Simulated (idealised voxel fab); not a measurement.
The document below concerns the process module designated voxel capacitor over wiring.
It is cross-section cut that appears here, measuring 145 nm in width, its square cells being 5 nm in size.
Cross-section = grid of square cells, listed top down in bands; band = one or more rows.
This entry defines a band. It first specifies the height of the band's top and the height of its bottom in nm, and then specifies the band's materials from left to right, stating each material with its width in nm. The word "full width" identifies a single material that fills the band from edge to edge, while the word "air" identifies empty space.
Heights are reckoned from 0. Under this level, the received wafer is all of one material. The bottommost band is open-ended downward, for example "0 and below".
The notation "30 to 40" denotes a width that varies across the rows of cells in the band, beginning at the first number in the top row, finishing at the second number in the bottom row, and changing by an identical amount from each row to the next.
"no alteration", as given for a step, is the statement that not any cell of the cross-section underwent a change during that step.
Listed in "Closed void listing": every empty space of 8 or more cells without an open way to the top. Form: width x height at distance, the distance being from the left edge, all in nm.
Whatever follows a step's settings on its line is a remark the simulator itself makes about that step.
"overlay nm", when on a step's line for a step with a mask, measures how far to the right of its planned place the mask lay; a negative measure means to the left.
Process steps - plan:
- 1: RECEIVE [material Si]
- 2: CONFORMAL_DEP [material SiO2] [thk nm 15]
- 3: CONFORMAL_DEP [material SiN] [thk nm 5]
- 4: DIRECTIONAL_DEP [material SiO2] [thk nm 20]
- 5: DIRECTIONAL_DEP [material aC] [thk nm 10]
- 6: PATTERN [tone open] [mask id METAL_1] [material resist] [width nm 20] [pitch nm 90] [thk nm 30] [overlay nm 0]
- 7: DIRECTIONAL_ETCH [etch materials aC] [depth nm 10]
- 8: STRIP [etch materials resist]
- 9: DIRECTIONAL_ETCH [etch materials SiO2] [depth nm 20]
- 10: DIRECTIONAL_ETCH [etch materials SiN] [depth nm 5]
- 11: STRIP [etch materials aC]
- 12: CONFORMAL_DEP [material TiN] [thk nm 5]
- 13: FILL_DEP [material Cu] [thk nm 10]
- 14: CMP [height nm 40]
- 15: CONFORMAL_DEP [material SiCN] [thk nm 5]
- 16: DIRECTIONAL_DEP [material lowk] [thk nm 15]
- 17: DIRECTIONAL_DEP [material aC] [thk nm 15]
- 18: PATTERN [tone open] [mask id PLUG_1] [material resist] [width nm 15] [thk nm 35] [overlay nm 0]
- 19: DIRECTIONAL_ETCH [etch materials aC] [depth nm 15]
- 20: STRIP [etch materials resist]
- 21: DIRECTIONAL_ETCH [etch materials lowk] [depth nm 15]
- 22: DIRECTIONAL_ETCH [etch materials SiCN] [depth nm 5]
- 23: STRIP [etch materials aC]
- 24: CONFORMAL_DEP [material TiN] [thk nm 5]
- 25: FILL_DEP [material Cu] [thk nm 5]
- 26: CMP [height nm 60]
- 27: DIRECTIONAL_DEP [material TiN] [thk nm 5]
- 28: DIRECTIONAL_DEP [material SiN] [thk nm 5]
- 29: DIRECTIONAL_DEP [material TiN] [thk nm 5]
- 30: DIRECTIONAL_DEP [material aC] [thk nm 10]
- 31: PATTERN [tone cover] [mask id UPPER_PLATE] [material resist] [width nm 75] [thk nm 30] [overlay nm 0]
- 32: DIRECTIONAL_ETCH [etch materials aC] [depth nm 10]
- 33: STRIP [etch materials resist]
- 34: DIRECTIONAL_ETCH [etch materials TiN] [depth nm 5]
- 35: DIRECTIONAL_ETCH [etch materials SiN] [depth nm 5]
- 36: STRIP [etch materials aC]
- 37: PATTERN [tone cover] [mask id LOWER_PLATE] [material resist] [width nm 85] [thk nm 15] [overlay nm 0]
- 38: DIRECTIONAL_ETCH [etch materials TiN] [depth nm 5]
- 39: STRIP [etch materials resist]
- 40: FILL_DEP [material SiO2] [thk nm 20]
- 41: CMP [height nm 90]
- 42: PATTERN [tone open] [mask id PLUG_2] [material resist] [width nm 15] [thk nm 15] [overlay nm 0]
- 43: DIRECTIONAL_ETCH [etch materials SiO2] [depth nm 15]
- 44: STRIP [etch materials resist]
- 45: CONFORMAL_DEP [material TiN] [thk nm 5]
- 46: FILL_DEP [material Ru] [thk nm 10]
- 47: CMP [height nm 90]
- 48: CONFORMAL_DEP [material SiN] [thk nm 5]
First of two wafers, processed according to plan:
So this is the incoming wafer in cross-section - it's already been through step 1:
  0 and below = Si full width
  Closed void listing: none
The wafer, seen in cross-section, after step 2:
  15 down to 0 = SiO2 full width
  Under the height 0 nothing was changed.
The wafer, seen in cross-section, after step 3:
  20 down to 15 = SiN full width
  Under the height 15 nothing was changed.
The wafer, seen in cross-section, after step 4:
  40 down to 20 = SiO2 full width
  Under the height 20 nothing was changed.
The wafer, seen in cross-section, after step 5:
  50 down to 40 = aC full width
  Under the height 40 nothing was changed.
The wafer, seen in cross-section, after step 6:
  80 down to 50 = 15 of resist  20 of air  70 of resist  20 of air  20 of resist
  Under the height 50 nothing was changed.
The wafer, seen in cross-section, after step 7:
  70 down to 50 = 15 of resist  20 of air  70 of resist  20 of air  20 of resist
  50 down to 40 = 15 of aC  20 of air  70 of aC  20 of air  20 of aC
  Under the height 40 nothing was changed.
The wafer, seen in cross-section, after step 8:
  50 down to 40 = 15 of aC  20 of air  70 of aC  20 of air  20 of aC
  Under the height 40 nothing was changed.
The wafer, seen in cross-section, after step 9:
  50 down to 40 = 15 of aC  20 of air  70 of aC  20 of air  20 of aC
  40 down to 20 = 15 of SiO2  20 of air  70 of SiO2  20 of air  20 of SiO2
  Under the height 20 nothing was changed.
The wafer, seen in cross-section, after step 10:
  50 down to 40 = 15 of aC  20 of air  70 of aC  20 of air  20 of aC
  40 down to 20 = 15 of SiO2  20 of air  70 of SiO2  20 of air  20 of SiO2
  20 down to 15 = 15 of SiN  20 of air  70 of SiN  20 of air  20 of SiN
  Under the height 15 nothing was changed.
The wafer, seen in cross-section, after step 11:
  40 down to 20 = 15 of SiO2  20 of air  70 of SiO2  20 of air  20 of SiO2
  Under the height 20 nothing was changed.
The wafer, seen in cross-section, after step 12:
  45 down to 40 = 20 of TiN  10 of air  80 of TiN  10 of air  25 of TiN
  40 down to 20 = 15 of SiO2  5 of TiN  10 of air  5 of TiN  70 of SiO2  5 of TiN  10 of air  5 of TiN  20 of SiO2
  20 down to 15 = 15 of SiN  20 of TiN  70 of SiN  20 of TiN  20 of SiN
  Under the height 15 nothing was changed.
The wafer, seen in cross-section, after step 13:
  55 down to 45 = Cu full width
  45 down to 40 = 20 of TiN  10 of Cu  80 of TiN  10 of Cu  25 of TiN
  40 down to 20 = 15 of SiO2  5 of TiN  10 of Cu  5 of TiN  70 of SiO2  5 of TiN  10 of Cu  5 of TiN  20 of SiO2
  Under the height 20 nothing was changed.
The wafer, seen in cross-section, after step 14:
  40 down to 20 = 15 of SiO2  5 of TiN  10 of Cu  5 of TiN  70 of SiO2  5 of TiN  10 of Cu  5 of TiN  20 of SiO2
  Under the height 20 nothing was changed.
The wafer, seen in cross-section, after step 15:
  45 down to 40 = SiCN full width
  Under the height 40 nothing was changed.
The wafer, seen in cross-section, after step 16:
  60 down to 45 = lowk full width
  Under the height 45 nothing was changed.
The wafer, seen in cross-section, after step 17:
  75 down to 60 = aC full width
  Under the height 60 nothing was changed.
The wafer, seen in cross-section, after step 18:
  110 down to 75 = 20 of resist  15 of air  110 of resist
  Under the height 75 nothing was changed.
The wafer, seen in cross-section, after step 19:
  95 down to 75 = 20 of resist  15 of air  110 of resist
  75 down to 60 = 20 of aC  15 of air  110 of aC
  Under the height 60 nothing was changed.
The wafer, seen in cross-section, after step 20:
  75 down to 60 = 20 of aC  15 of air  110 of aC
  Under the height 60 nothing was changed.
The wafer, seen in cross-section, after step 21:
  75 down to 60 = 20 of aC  15 of air  110 of aC
  60 down to 45 = 20 of lowk  15 of air  110 of lowk
  Under the height 45 nothing was changed.
The wafer, seen in cross-section, after step 22:
  75 down to 60 = 20 of aC  15 of air  110 of aC
  60 down to 45 = 20 of lowk  15 of air  110 of lowk
  45 down to 40 = 20 of SiCN  15 of air  110 of SiCN
  Under the height 40 nothing was changed.
The wafer, seen in cross-section, after step 23:
  60 down to 45 = 20 of lowk  15 of air  110 of lowk
  Under the height 45 nothing was changed.
The wafer, seen in cross-section, after step 24:
  65 down to 60 = 25 of TiN  5 of air  115 of TiN
  60 down to 45 = 20 of lowk  5 of TiN  5 of air  5 of TiN  110 of lowk
  45 down to 40 = 20 of SiCN  15 of TiN  110 of SiCN
  Under the height 40 nothing was changed.
The wafer, seen in cross-section, after step 25:
  70 down to 65 = Cu full width
  65 down to 60 = 25 of TiN  5 of Cu  115 of TiN
  60 down to 45 = 20 of lowk  5 of TiN  5 of Cu  5 of TiN  110 of lowk
  Under the height 45 nothing was changed.
The wafer, seen in cross-section, after step 26:
  60 down to 45 = 20 of lowk  5 of TiN  5 of Cu  5 of TiN  110 of lowk
  Under the height 45 nothing was changed.
The wafer, seen in cross-section, after step 27:
  65 down to 60 = TiN full width
  Under the height 60 nothing was changed.
The wafer, seen in cross-section, after step 28:
  70 down to 65 = SiN full width
  Under the height 65 nothing was changed.
The wafer, seen in cross-section, after step 29:
  75 down to 70 = TiN full width
  Under the height 70 nothing was changed.
The wafer, seen in cross-section, after step 30:
  85 down to 75 = aC full width
  Under the height 75 nothing was changed.
The wafer, seen in cross-section, after step 31:
  115 down to 85 = 20 of air  75 of resist  50 of air
  Under the height 85 nothing was changed.
The wafer, seen in cross-section, after step 32:
  105 down to 85 = 20 of air  75 of resist  50 of air
  85 down to 75 = 20 of air  75 of aC  50 of air
  Under the height 75 nothing was changed.
The wafer, seen in cross-section, after step 33:
  85 down to 75 = 20 of air  75 of aC  50 of air
  Under the height 75 nothing was changed.
The wafer, seen in cross-section, after step 34:
  85 down to 75 = 20 of air  75 of aC  50 of air
  75 down to 70 = 20 of air  75 of TiN  50 of air
  Under the height 70 nothing was changed.
The wafer, seen in cross-section, after step 35:
  85 down to 75 = 20 of air  75 of aC  50 of air
  75 down to 70 = 20 of air  75 of TiN  50 of air
  70 down to 65 = 20 of air  75 of SiN  50 of air
  Under the height 65 nothing was changed.
The wafer, seen in cross-section, after step 36:
  75 down to 70 = 20 of air  75 of TiN  50 of air
  Under the height 70 nothing was changed.
The wafer, seen in cross-section, after step 37:
  90 down to 75 = 15 of air  85 of resist  45 of air
  75 down to 70 = 15 of air  5 of resist  75 of TiN  5 of resist  45 of air
  70 down to 65 = 15 of air  5 of resist  75 of SiN  5 of resist  45 of air
  Under the height 65 nothing was changed.
The wafer, seen in cross-section, after step 38:
  90 down to 75 = 15 of air  85 of resist  45 of air
  75 down to 70 = 15 of air  5 of resist  75 of TiN  5 of resist  45 of air
  70 down to 65 = 15 of air  5 of resist  75 of SiN  5 of resist  45 of air
  65 down to 60 = 15 of air  85 of TiN  45 of air
  Under the height 60 nothing was changed.
The wafer, seen in cross-section, after step 39:
  75 down to 70 = 20 of air  75 of TiN  50 of air
  70 down to 65 = 20 of air  75 of SiN  50 of air
  Under the height 65 nothing was changed.
The wafer, seen in cross-section, after step 40:
  95 down to 75 = SiO2 full width
  75 down to 70 = 20 of SiO2  75 of TiN  50 of SiO2
  70 down to 65 = 20 of SiO2  75 of SiN  50 of SiO2
  65 down to 60 = 15 of SiO2  85 of TiN  45 of SiO2
  Under the height 60 nothing was changed.
The wafer, seen in cross-section, after step 41:
  90 down to 75 = SiO2 full width
  Under the height 75 nothing was changed.
The wafer, seen in cross-section, after step 42:
  105 down to 90 = 30 of resist  15 of air  100 of resist
  Under the height 90 nothing was changed.
The wafer, seen in cross-section, after step 43:
  105 down to 90 = 30 of resist  15 of air  100 of resist
  90 down to 75 = 30 of SiO2  15 of air  100 of SiO2
  Under the height 75 nothing was changed.
The wafer, seen in cross-section, after step 44:
  90 down to 75 = 30 of SiO2  15 of air  100 of SiO2
  Under the height 75 nothing was changed.
The wafer, seen in cross-section, after step 45:
  95 down to 90 = 35 of TiN  5 of air  105 of TiN
  90 down to 80 = 30 of SiO2  5 of TiN  5 of air  5 of TiN  100 of SiO2
  80 down to 70 = 30 to 20 of SiO2  15 to 75 of TiN  100 to 50 of SiO2
  Under the height 70 nothing was changed.
The wafer, seen in cross-section, after step 46:
  105 down to 95 = Ru full width
  95 down to 90 = 35 of TiN  5 of Ru  105 of TiN
  90 down to 80 = 30 of SiO2  5 of TiN  5 of Ru  5 of TiN  100 of SiO2
  Under the height 80 nothing was changed.
The wafer, seen in cross-section, after step 47:
  90 down to 80 = 30 of SiO2  5 of TiN  5 of Ru  5 of TiN  100 of SiO2
  Under the height 80 nothing was changed.
The wafer, seen in cross-section, after step 48:
  95 down to 90 = SiN full width
  Under the height 90 nothing was changed.
Here the second wafer is described. Its start and its plan were those of the first wafer. Its run contained one mistake. Up to and including step 1, it did exactly what the first wafer did:
Second wafer: cross-section at the scheduled end of step 2:
  25 down to 0 = SiO2 full width
  Under the height 0 nothing was changed.
Second wafer: cross-section at the scheduled end of step 3:
  30 down to 25 = SiN full width
  Under the height 25 nothing was changed.
Second wafer: cross-section at the scheduled end of step 4:
  50 down to 30 = SiO2 full width
  Under the height 30 nothing was changed.
Second wafer: cross-section at the scheduled end of step 5:
  60 down to 50 = aC full width
  Under the height 50 nothing was changed.
Second wafer: cross-section at the scheduled end of step 6:
  90 down to 60 = 15 of resist  20 of air  70 of resist  20 of air  20 of resist
  Under the height 60 nothing was changed.
Second wafer: cross-section at the scheduled end of step 7:
  80 down to 60 = 15 of resist  20 of air  70 of resist  20 of air  20 of resist
  60 down to 50 = 15 of aC  20 of air  70 of aC  20 of air  20 of aC
  Under the height 50 nothing was changed.
Second wafer: cross-section at the scheduled end of step 8:
  60 down to 50 = 15 of aC  20 of air  70 of aC  20 of air  20 of aC
  Under the height 50 nothing was changed.
Second wafer: cross-section at the scheduled end of step 9:
  60 down to 50 = 15 of aC  20 of air  70 of aC  20 of air  20 of aC
  50 down to 30 = 15 of SiO2  20 of air  70 of SiO2  20 of air  20 of SiO2
  Under the height 30 nothing was changed.
Second wafer: cross-section at the scheduled end of step 10:
  60 down to 50 = 15 of aC  20 of air  70 of aC  20 of air  20 of aC
  50 down to 30 = 15 of SiO2  20 of air  70 of SiO2  20 of air  20 of SiO2
  30 down to 25 = 15 of SiN  20 of air  70 of SiN  20 of air  20 of SiN
  Under the height 25 nothing was changed.
Second wafer: cross-section at the scheduled end of step 11:
  50 down to 30 = 15 of SiO2  20 of air  70 of SiO2  20 of air  20 of SiO2
  Under the height 30 nothing was changed.
Second wafer: cross-section at the scheduled end of step 12:
  55 down to 50 = 20 of TiN  10 of air  80 of TiN  10 of air  25 of TiN
  50 down to 30 = 15 of SiO2  5 of TiN  10 of air  5 of TiN  70 of SiO2  5 of TiN  10 of air  5 of TiN  20 of SiO2
  30 down to 25 = 15 of SiN  20 of TiN  70 of SiN  20 of TiN  20 of SiN
  Under the height 25 nothing was changed.
Second wafer: cross-section at the scheduled end of step 13:
  65 down to 55 = Cu full width
  55 down to 50 = 20 of TiN  10 of Cu  80 of TiN  10 of Cu  25 of TiN
  50 down to 30 = 15 of SiO2  5 of TiN  10 of Cu  5 of TiN  70 of SiO2  5 of TiN  10 of Cu  5 of TiN  20 of SiO2
  Under the height 30 nothing was changed.
Second wafer: cross-section at the scheduled end of step 14:
  40 down to 30 = 15 of SiO2  5 of TiN  10 of Cu  5 of TiN  70 of SiO2  5 of TiN  10 of Cu  5 of TiN  20 of SiO2
  Under the height 30 nothing was changed.
Second wafer: cross-section at the scheduled end of step 15:
  45 down to 40 = SiCN full width
  Under the height 40 nothing was changed.
Second wafer: cross-section at the scheduled end of step 16:
  60 down to 45 = lowk full width
  Under the height 45 nothing was changed.
Second wafer: cross-section at the scheduled end of step 17:
  75 down to 60 = aC full width
  Under the height 60 nothing was changed.
Second wafer: cross-section at the scheduled end of step 18:
  110 down to 75 = 20 of resist  15 of air  110 of resist
  Under the height 75 nothing was changed.
Second wafer: cross-section at the scheduled end of step 19:
  95 down to 75 = 20 of resist  15 of air  110 of resist
  75 down to 60 = 20 of aC  15 of air  110 of aC
  Under the height 60 nothing was changed.
Second wafer: cross-section at the scheduled end of step 20:
  75 down to 60 = 20 of aC  15 of air  110 of aC
  Under the height 60 nothing was changed.
Second wafer: cross-section at the scheduled end of step 21:
  75 down to 60 = 20 of aC  15 of air  110 of aC
  60 down to 45 = 20 of lowk  15 of air  110 of lowk
  Under the height 45 nothing was changed.
Second wafer: cross-section at the scheduled end of step 22:
  75 down to 60 = 20 of aC  15 of air  110 of aC
  60 down to 45 = 20 of lowk  15 of air  110 of lowk
  45 down to 40 = 20 of SiCN  15 of air  110 of SiCN
  Under the height 40 nothing was changed.
Second wafer: cross-section at the scheduled end of step 23:
  60 down to 45 = 20 of lowk  15 of air  110 of lowk
  Under the height 45 nothing was changed.
Second wafer: cross-section at the scheduled end of step 24:
  65 down to 60 = 25 of TiN  5 of air  115 of TiN
  60 down to 45 = 20 of lowk  5 of TiN  5 of air  5 of TiN  110 of lowk
  45 down to 40 = 20 of SiCN  15 of TiN  110 of SiCN
  Under the height 40 nothing was changed.
Second wafer: cross-section at the scheduled end of step 25:
  70 down to 65 = Cu full width
  65 down to 60 = 25 of TiN  5 of Cu  115 of TiN
  60 down to 45 = 20 of lowk  5 of TiN  5 of Cu  5 of TiN  110 of lowk
  Under the height 45 nothing was changed.
Second wafer: cross-section at the scheduled end of step 26:
  60 down to 45 = 20 of lowk  5 of TiN  5 of Cu  5 of TiN  110 of lowk
  Under the height 45 nothing was changed.
Second wafer: cross-section at the scheduled end of step 27:
  65 down to 60 = TiN full width
  Under the height 60 nothing was changed.
Second wafer: cross-section at the scheduled end of step 28:
  70 down to 65 = SiN full width
  Under the height 65 nothing was changed.
Second wafer: cross-section at the scheduled end of step 29:
  75 down to 70 = TiN full width
  Under the height 70 nothing was changed.
Second wafer: cross-section at the scheduled end of step 30:
  85 down to 75 = aC full width
  Under the height 75 nothing was changed.
Second wafer: cross-section at the scheduled end of step 31:
  115 down to 85 = 20 of air  75 of resist  50 of air
  Under the height 85 nothing was changed.
Second wafer: cross-section at the scheduled end of step 32:
  105 down to 85 = 20 of air  75 of resist  50 of air
  85 down to 75 = 20 of air  75 of aC  50 of air
  Under the height 75 nothing was changed.
Second wafer: cross-section at the scheduled end of step 33:
  85 down to 75 = 20 of air  75 of aC  50 of air
  Under the height 75 nothing was changed.
Second wafer: cross-section at the scheduled end of step 34:
  85 down to 75 = 20 of air  75 of aC  50 of air
  75 down to 70 = 20 of air  75 of TiN  50 of air
  Under the height 70 nothing was changed.
Second wafer: cross-section at the scheduled end of step 35:
  85 down to 75 = 20 of air  75 of aC  50 of air
  75 down to 70 = 20 of air  75 of TiN  50 of air
  70 down to 65 = 20 of air  75 of SiN  50 of air
  Under the height 65 nothing was changed.
Second wafer: cross-section at the scheduled end of step 36:
  75 down to 70 = 20 of air  75 of TiN  50 of air
  Under the height 70 nothing was changed.
Second wafer: cross-section at the scheduled end of step 37:
  90 down to 75 = 15 of air  85 of resist  45 of air
  75 down to 70 = 15 of air  5 of resist  75 of TiN  5 of resist  45 of air
  70 down to 65 = 15 of air  5 of resist  75 of SiN  5 of resist  45 of air
  Under the height 65 nothing was changed.
Second wafer: cross-section at the scheduled end of step 38:
  90 down to 75 = 15 of air  85 of resist  45 of air
  75 down to 70 = 15 of air  5 of resist  75 of TiN  5 of resist  45 of air
  70 down to 65 = 15 of air  5 of resist  75 of SiN  5 of resist  45 of air
  65 down to 60 = 15 of air  85 of TiN  45 of air
  Under the height 60 nothing was changed.
Second wafer: cross-section at the scheduled end of step 39:
  75 down to 70 = 20 of air  75 of TiN  50 of air
  70 down to 65 = 20 of air  75 of SiN  50 of air
  Under the height 65 nothing was changed.
Second wafer: cross-section at the scheduled end of step 40:
  95 down to 75 = SiO2 full width
  75 down to 70 = 20 of SiO2  75 of TiN  50 of SiO2
  70 down to 65 = 20 of SiO2  75 of SiN  50 of SiO2
  65 down to 60 = 15 of SiO2  85 of TiN  45 of SiO2
  Under the height 60 nothing was changed.
Second wafer: cross-section at the scheduled end of step 41:
  90 down to 75 = SiO2 full width
  Under the height 75 nothing was changed.
Second wafer: cross-section at the scheduled end of step 42:
  105 down to 90 = 30 of resist  15 of air  100 of resist
  Under the height 90 nothing was changed.
Second wafer: cross-section at the scheduled end of step 43:
  105 down to 90 = 30 of resist  15 of air  100 of resist
  90 down to 75 = 30 of SiO2  15 of air  100 of SiO2
  Under the height 75 nothing was changed.
Second wafer: cross-section at the scheduled end of step 44:
  90 down to 75 = 30 of SiO2  15 of air  100 of SiO2
  Under the height 75 nothing was changed.
Second wafer: cross-section at the scheduled end of step 45:
  95 down to 90 = 35 of TiN  5 of air  105 of TiN
  90 down to 80 = 30 of SiO2  5 of TiN  5 of air  5 of TiN  100 of SiO2
  80 down to 70 = 30 to 20 of SiO2  15 to 75 of TiN  100 to 50 of SiO2
  Under the height 70 nothing was changed.
Second wafer: cross-section at the scheduled end of step 46:
  105 down to 95 = Ru full width
  95 down to 90 = 35 of TiN  5 of Ru  105 of TiN
  90 down to 80 = 30 of SiO2  5 of TiN  5 of Ru  5 of TiN  100 of SiO2
  Under the height 80 nothing was changed.
Second wafer: cross-section at the scheduled end of step 47:
  90 down to 80 = 30 of SiO2  5 of TiN  5 of Ru  5 of TiN  100 of SiO2
  Under the height 80 nothing was changed.
Second wafer: cross-section at the scheduled end of step 48:
  95 down to 90 = SiN full width
  Under the height 90 nothing was changed.
Misprocessing identified: step 2: run off-plan, actual operation and settings CONFORMAL_DEP [material SiO2] [thk nm 25]
Final wafer comparison in cells, second versus first, more or fewer per material: Cu: 8 fewer; SiO2: 16 more; TiN: 8 fewer
